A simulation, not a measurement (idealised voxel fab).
Herein follows the process module entitled voxel gate over fins.
The width of the displayed cross-section, cut, is 285 nm; its cells are square, with a size of 5 nm.
Throughout this document, each cross-section is represented as a grid of square cells and is presented as a sequence of bands enumerated from the top downward, where a band comprises one or more rows of cells. Heads up on the band format: heights come first, top then bottom, in nm. After that it's the materials left to right, each with its width in nm. A single material flagged "all across" fills the whole band edge to edge, and "blank" means there's empty space there. Height is counted from the level 0, under which the received wafer is composed throughout of one material. The lowest of the bands is not closed at the bottom but continues downward, in the notation "0 and below". You'd read "30 to 40" like this: the band's top row of cells is as wide as the first number, its bottom row is as wide as the second, and going down, every row changes width by the same amount as the row before did. "nothing got changed" for a step: no cell of the cross-section changed in that step. Empty spaces counting at least 8 cells and having no open way to the top are listed in "Encapsulated voids". The notation width x height at distance is used for each, the distance being from the left edge and all three values in nm. Whatever follows a step's settings on its line is a remark the simulator itself makes about that step. "overlay nm" on a masked step: distance the mask lay right of its planned place, negative for left.
This section lists the process steps that were planned
- 1: RECEIVE: material Si
- 2: CONFORMAL_DEP: material SiN, thk nm 10
- 3: MASKED_ETCH: tone cover, mask id FINS, width nm 15, pitch nm 35, etch materials SiN, depth nm 5, overlay nm 0
- 4: MASKED_ETCH: tone cover, mask id FINS, width nm 15, pitch nm 35, etch materials Si, depth nm 30, overlay nm 0
- 5: OXIDIZE: depth nm 5
- 6: FILL_DEP: material SiO2, thk nm 15
- 7: CMP: height nm 10
- 8: SELECTIVE_ETCH: etch materials SiO2, depth nm 25
- 9: STRIP: etch materials SiN
- 10: CONFORMAL_DEP: material HfO2, thk nm 5
- 11: CONFORMAL_DEP: material TiN, thk nm 5
- 12: CONFORMAL_DEP: material TiAl, thk nm 5
- 13: CONFORMAL_DEP: material TiN, thk nm 5
- 14: FILL_DEP: material W, thk nm 10
- 15: CMP: height nm 25
- 16: CONFORMAL_DEP: material SiN, thk nm 5
varied across the wafers: depth nm of step 3. The plan shows the first wafer's value. All wafers start alike
Cross-section, first of several wafers, as delivered after step 1
- 0 and below = Si all across
- Encapsulated voids: none
End of module: cross-section of the first of several wafers after step 16, the last step
- 30 down to 25 = SiN all across
- 25 down to 20 = W all across
- 20 down to 15 = TiN all across
- 15 down to 10 = TiAl all across
- 10 down to 5 = TiN all across
- 5 down to 0 = HfO2 all across
- 0 and below = Si all across
- Encapsulated voids: none
Module end, final wafer: cross-section
- 30 down to 25 = SiN all across
- 25 down to 20 = W all across
- 20 down to 15 = W (100) | TiN (80) | W (105)
- 15 down to 10 = W (100) | TiN (5) | TiAl (70) | TiN (5) | W (105)
- 10 down to 5 = W (100) | TiN (5) | TiAl (5) | TiN (25) | TiAl (10) | TiN (25) | TiAl (5) | TiN (5) | W (105)
- 5 down to 0 = TiN (105) | TiAl (5) | TiN (5) | HfO2 (15) | TiN (5) | TiAl (10) | TiN (5) | HfO2 (15) | TiN (5) | TiAl (5) | TiN (110)
- 0 down to -5 = TiAl (110) | TiN (5) | HfO2 (5) | Si (5) | HfO2 (5) | TiN (5) | TiAl (10) | TiN (5) | HfO2 (5) | Si (5) | HfO2 (5) | TiN (5) | TiAl (115)
- -5 down to -10 = TiN (115) | HfO2 (5) | Si (5) | HfO2 (5) | TiN (20) | HfO2 (5) | Si (5) | HfO2 (5) | TiN (120)
- -10 down to -15 = HfO2 (120) | Si (5) | HfO2 (30) | Si (5) | HfO2 (125)
- -15 down to -35 = SiO2 (120) | Si (5) | SiO2 (30) | Si (5) | SiO2 (125)
- -35 and below = Si all across
- Encapsulated voids: none
wafer rows; end of module; cells per material since receipt: (+) gained, (-) lost; then closed voids
depth nm 5, +57 HfO2, +57 SiN, +57 TiAl, +114 TiN, +57 W, Encapsulated voids: none
depth nm 10, +69 HfO2, -385 Si, +57 SiN, +220 SiO2, +69 TiAl, +132 TiN, +180 W, Encapsulated voids: none
depth nm 15, +69 HfO2, -385 Si, +57 SiN, +220 SiO2, +69 TiAl, +132 TiN, +180 W, Encapsulated voids: none
depth nm 20, +69 HfO2, -385 Si, +57 SiN, +220 SiO2, +69 TiAl, +132 TiN, +180 W, Encapsulated voids: none
depth nm 25, +69 HfO2, -385 Si, +57 SiN, +220 SiO2, +69 TiAl, +132 TiN, +180 W, Encapsulated voids: none
